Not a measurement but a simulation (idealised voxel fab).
The process module presented herein is designated voxel transistor to metal.
280 nm wide, 5 nm square cells: that's cross-section cut.
Cross-section format: a grid of square cells, given as bands from top to bottom; each band is one or more rows of cells.
For a band, the entry starts with two heights in nm, that of the top and then that of the bottom, and carries on with the band's materials in order from left to right, each alongside its width in nm; the word "everywhere" beside a single material means it fills the band edge to edge, and "blank" means empty space.
Zero point of the height axis is 0; under it, received wafer = one material. Lowest band: continues down indefinitely, "0..down".
Per-row width for "30..40": begins at first number (top row of band), ends at second number (bottom row), increment between rows held constant.
Basically "left unchanged" means that step didn't change any cell in the cross-section.
Enclosed voids (no open way to top), threshold 8 cells or more, entry "Fully closed voids", notation width x height at distance, distance from left edge, nm.
On a step's line, text after the settings is the simulator commenting on that step.
Regarding "overlay nm": on a step with a mask, it is the distance the mask lay to the right of its planned place; a negative value places it to the left.
[Process steps - plan]
1: RECEIVE | material Si
2: OXIDIZE | depth nm 5
3: CONFORMAL_DEP | material SiN | thk nm 10
4: MASKED_ETCH | tone cover | mask id ACTIVE | width nm 105 | pitch nm 125 | etch materials SiN | depth nm 10 | overlay nm 0
5: MASKED_ETCH | tone cover | mask id ACTIVE | width nm 105 | pitch nm 125 | etch materials SiO2 | depth nm 5 | overlay nm 0
6: MASKED_ETCH | tone cover | mask id ACTIVE | width nm 105 | pitch nm 125 | etch materials Si | depth nm 35 | overlay nm 0
7: FILL_DEP | material SiO2 | thk nm 5
8: CMP | height nm 10
9: SELECTIVE_ETCH | etch materials SiO2 | depth nm 10
10: STRIP | etch materials SiN
11: SELECTIVE_ETCH | etch materials SiO2 | depth nm 5
12: OXIDIZE | depth nm 5
13: DIRECTIONAL_DEP | material polySi | thk nm 20
14: DIRECTIONAL_DEP | material SiCN | thk nm 15
15: PATTERN | tone cover | mask id GATE | material resist | width nm 25 | pitch nm 125 | thk nm 15 | overlay nm 0
16: DIRECTIONAL_ETCH | etch materials SiCN | depth nm 25
17: DIRECTIONAL_ETCH | etch materials polySi | depth nm 30
18: STRIP | etch materials resist
19: CONFORMAL_DEP | material SiO2 | thk nm 5
20: DIRECTIONAL_ETCH | etch materials SiO2 | depth nm 5
21: CONFORMAL_DEP | material SiN | thk nm 5
22: DIRECTIONAL_ETCH | etch materials SiN | depth nm 5
23: DIRECTIONAL_ETCH | etch materials SiO2 | depth nm 5
24: DIRECTIONAL_ETCH | etch materials Si | depth nm 10
25: EPI | material SiGe | thk nm 10
26: FILL_DEP | material SiO2 | thk nm 5
27: CMP | height nm 30
28: DIRECTIONAL_DEP | material SiO2 | thk nm 10
29: MASKED_ETCH | tone open | mask id CONTACT | width nm 20 | etch materials SiO2 | depth nm 50 | overlay nm 0
30: CONFORMAL_DEP | material TiN | thk nm 5
31: FILL_DEP | material W | thk nm 5
32: CMP | height nm 40
33: CONFORMAL_DEP | material SiN | thk nm 5
34: DIRECTIONAL_DEP | material lowk | thk nm 15
35: PATTERN | tone open | mask id METAL_1 | material resist | width nm 20 | thk nm 15 | overlay nm 0
36: DIRECTIONAL_ETCH | etch materials lowk | depth nm 15
37: DIRECTIONAL_ETCH | etch materials SiN | depth nm 5
38: STRIP | etch materials resist
39: CONFORMAL_DEP | material TiN | thk nm 5
40: FILL_DEP | material Cu | thk nm 5
41: CMP | height nm 60
42: CONFORMAL_DEP | material SiCN | thk nm 5
43: DIRECTIONAL_DEP | material SiO2 | thk nm 30
44: MASKED_ETCH | tone open | mask id METAL_2_HOLES | width nm 15 | pitch nm 125 | etch materials SiO2 | depth nm 30 | overlay nm 0
45: MASKED_ETCH | tone open | mask id METAL_2 | width nm 20 | pitch nm 125 | etch materials SiO2 | depth nm 15 | overlay nm 0
46: MASKED_ETCH | tone open | mask id METAL_2 | width nm 20 | pitch nm 125 | etch materials SiCN | depth nm 5 | overlay nm 0
47: CONFORMAL_DEP | material TiN | thk nm 5
48: FILL_DEP | material Cu | thk nm 5
49: CMP | height nm 95
50: CONFORMAL_DEP | material SiCN | thk nm 5
[Cross-section, incoming material, after step 1]
* 0..down | Si everywhere
* Fully closed voids: none
[Starting structure and process plan are as shown above, but one mistake was made in running the module; the wafer cross-section at the end of the module follows]
* 100..95 | SiCN everywhere
* 95..85 | SiO2 (30) / TiN (5) / Cu (10) / TiN (5) / SiO2 (105) / TiN (5) / Cu (10) / TiN (5) / SiO2 (105)
* 85..80 | SiO2 (30) / TiN (5) / Cu (5) / TiN (10) / SiO2 (105) / TiN (5) / Cu (5) / TiN (10) / SiO2 (105)
* 80..65 | SiO2 (30) / TiN (5) / Cu (5) / TiN (5) / SiO2 (110) / TiN (5) / Cu (5) / TiN (5) / SiO2 (110)
* 65..60 | SiCN (30) / TiN (15) / SiCN (110) / TiN (15) / SiCN (110)
* 60..45 | lowk (30) / TiN (5) / Cu (10) / TiN (5) / lowk (55) / TiN (5) / Cu (10) / TiN (5) / lowk (30) / TiN (5) / Cu (10) / TiN (5) / lowk (55) / TiN (5) / Cu (10) / TiN (5) / lowk (30)
* 45..40 | SiN (30) / TiN (20) / SiN (55) / TiN (20) / SiN (30) / TiN (20) / SiN (55) / TiN (20) / SiN (30)
* 40..30 | SiO2 (30) / TiN (5) / W (10) / TiN (5) / SiO2 (55) / TiN (5) / W (10) / TiN (5) / SiO2 (30) / TiN (5) / W (10) / TiN (5) / SiO2 (55) / TiN (5) / W (10) / TiN (5) / SiO2 (30)
* 30..15 | SiO2 (30) / TiN (5) / W (10) / TiN (5) / SiO2 (10) / SiN (5) / SiCN (25) / SiN (5) / SiO2 (10) / TiN (5) / W (10) / TiN (5) / SiO2 (30) / TiN (5) / W (10) / TiN (5) / SiO2 (10) / SiN (5) / SiCN (25) / SiN (5) / SiO2 (10) / TiN (5) / W (10) / TiN (5) / SiO2 (30)
* 15..0 | SiO2 (30) / TiN (5) / W (10) / TiN (5) / SiO2 (10) / SiN (5) / polySi (25) / SiN (5) / SiO2 (10) / TiN (5) / W (10) / TiN (5) / SiO2 (30) / TiN (5) / W (10) / TiN (5) / SiO2 (10) / SiN (5) / polySi (25) / SiN (5) / SiO2 (10) / TiN (5) / W (10) / TiN (5) / SiO2 (30)
* 0..-5 | SiO2 (30) / TiN (5) / W (10) / TiN (5) / SiGe (10) / SiN (5) / polySi (25) / SiN (5) / SiGe (10) / TiN (5) / W (10) / TiN (5) / SiO2 (30) / TiN (5) / W (10) / TiN (5) / SiGe (10) / SiN (5) / polySi (25) / SiN (5) / SiGe (10) / TiN (5) / W (10) / TiN (5) / SiO2 (30)
* -5..-10 | SiO2 (30) / TiN (20) / SiGe (10) / SiN (5) / SiO2 (25) / SiN (5) / SiGe (10) / TiN (20) / SiO2 (30) / TiN (20) / SiGe (10) / SiN (5) / SiO2 (25) / SiN (5) / SiGe (10) / TiN (20) / SiO2 (30)
* -10..-20 | SiO2 (20..25) / SiGe (40..35) / Si (35) / SiGe (40..35) / SiO2 (10..20) / SiGe (40..35) / Si (35) / SiGe (40..35) / SiO2 (20..25)
* -20..-40 | SiO2 (25) / Si (105) / SiO2 (20) / Si (105) / SiO2 (25)
* -40..down | Si everywhere
* Fully closed voids: none
Against the plan, the run slipped here: plan step 19 never ran because it was skipped
